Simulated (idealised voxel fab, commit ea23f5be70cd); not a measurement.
Presented below is a process module, voxel capacitor over wiring.
This is section cut - it's 250 nm across, gridded in 5 nm square cells.
This document writes a cross-section as a grid whose cells are square, and gives it as bands, listed from the top down; one or more rows of cells form a band. The band entry comprises the height of the band's top followed by the height of its bottom, expressed in nm, and subsequently the band's materials from left to right, each stated together with its width in nm. Where a single material is marked with the word "edge to edge", that material fills the band from edge to edge. The word "air" represents empty space. The level at which height equals 0 is the one under which the wafer, as it arrives, is entirely one material. No lower edge exists for the bottom band, which continues downward and is notated as in "0 -> down". You'd read "30..40" like this: the band's top row of cells is as wide as the first number, its bottom row is as wide as the second, and going down, every row changes width by the same amount as the row before did. When a step is marked "no change", none of the cells in the cross-section changed during that step. "Fully sealed cavities" - sealed voids, min. 8 cells, no opening to top; format: width x height at distance (distance from left edge; nm throughout). On each step's line, the part that comes after the settings is the simulator's own comment on the step. overlay nm: where the mask lay relative to plan, measured to the right, on steps with a mask; negatives go left.

Below is the list of planned process steps
- 1: RECEIVE [material Si]
- 2: CONFORMAL_DEP [material SiO2] [thk nm 10]
- 3: CONFORMAL_DEP [material SiCN] [thk nm 5]
- 4: DIRECTIONAL_DEP [material lowk] [thk nm 20]
- 5: PATTERN [tone open] [mask id METAL_1] [material resist] [width nm 30] [pitch nm 100] [thk nm 15] [overlay nm 0]
- 6: DIRECTIONAL_ETCH [etch materials lowk] [depth nm 20]
- 7: DIRECTIONAL_ETCH [etch materials SiCN] [depth nm 5]
- 8: STRIP [etch materials resist]
- 9: CONFORMAL_DEP [material TiN] [thk nm 5]
- 10: FILL_DEP [material W] [thk nm 5]
- 11: CMP [height nm 35]
- 12: CONFORMAL_DEP [material SiCN] [thk nm 5]
- 13: DIRECTIONAL_DEP [material lowk] [thk nm 10]
- 14: PATTERN [tone open] [mask id PLUG_1] [material resist] [width nm 15] [thk nm 20] [overlay nm 0]
- 15: DIRECTIONAL_ETCH [etch materials lowk] [depth nm 10]
- 16: DIRECTIONAL_ETCH [etch materials SiCN] [depth nm 5]
- 17: STRIP [etch materials resist]
- 18: EPI [material Ru] [thk nm 10]
- 19: EPI [material Ru] [thk nm 5]
- 20: DIRECTIONAL_DEP [material TiN] [thk nm 5]
- 21: DIRECTIONAL_DEP [material HfO2] [thk nm 5]
- 22: DIRECTIONAL_DEP [material TiN] [thk nm 5]
- 23: DIRECTIONAL_DEP [material aC] [thk nm 10]
- 24: PATTERN [tone cover] [mask id UPPER_PLATE] [material resist] [width nm 75] [thk nm 30] [overlay nm 0]
- 25: DIRECTIONAL_ETCH [etch materials aC] [depth nm 10]
- 26: STRIP [etch materials resist]
- 27: DIRECTIONAL_ETCH [etch materials TiN] [depth nm 10]
- 28: DIRECTIONAL_ETCH [etch materials HfO2] [depth nm 5]
- 29: STRIP [etch materials aC]
- 30: DIRECTIONAL_DEP [material aC] [thk nm 15]
- 31: PATTERN [tone cover] [mask id LOWER_PLATE] [material resist] [width nm 85] [thk nm 30] [overlay nm 0]
- 32: DIRECTIONAL_ETCH [etch materials aC] [depth nm 15]
- 33: STRIP [etch materials resist]
- 34: DIRECTIONAL_ETCH [etch materials TiN] [depth nm 5]
- 35: STRIP [etch materials aC]
- 36: FILL_DEP [material SiO2] [thk nm 15]
- 37: CMP [height nm 80]
- 38: DIRECTIONAL_DEP [material aC] [thk nm 10]
- 39: PATTERN [tone open] [mask id PLUG_2] [material resist] [width nm 15] [thk nm 25] [overlay nm 0]
- 40: DIRECTIONAL_ETCH [etch materials aC] [depth nm 10]
- 41: STRIP [etch materials resist]
- 42: DIRECTIONAL_ETCH [etch materials SiO2] [depth nm 10]
- 43: STRIP [etch materials aC]
- 44: CONFORMAL_DEP [material TiN] [thk nm 5]
- 45: FILL_DEP [material W] [thk nm 5]
- 46: CMP [height nm 80]
- 47: CONFORMAL_DEP [material SiCN] [thk nm 5]
Heads up: all these wafers start the same, and what changes between them is the thk nm in step 22. The value you see in the plan is just what the first wafer got.

Cross-section: the first of several wafers in its as-received state, i.e. following step 1
0 -> down  Si edge to edge
Fully sealed cavities: none

The following table contains a row per wafer, in which are reported, at the conclusion of the module, the cells of each material gained (+) or lost (-) since the wafer's receipt, with its closed voids given thereafter
thk nm 5, +15 HfO2, +9 Ru, +135 SiCN, +347 SiO2, +65 TiN, +33 W, +246 lowk, Fully sealed cavities: none
thk nm 10, +15 HfO2, +9 Ru, +135 SiCN, +332 SiO2, +80 TiN, +33 W, +246 lowk, Fully sealed cavities: none
thk nm 15, +50 HfO2, +9 Ru, +135 SiCN, +250 SiO2, +128 TiN, +32 W, +246 lowk, Fully sealed cavities: none
thk nm 20, +50 HfO2, +9 Ru, +135 SiCN, +203 SiO2, +175 TiN, +32 W, +246 lowk, Fully sealed cavities: none
thk nm 25, +50 HfO2, +9 Ru, +135 SiCN, +168 SiO2, +210 TiN, +32 W, +246 lowk, Fully sealed cavities: none
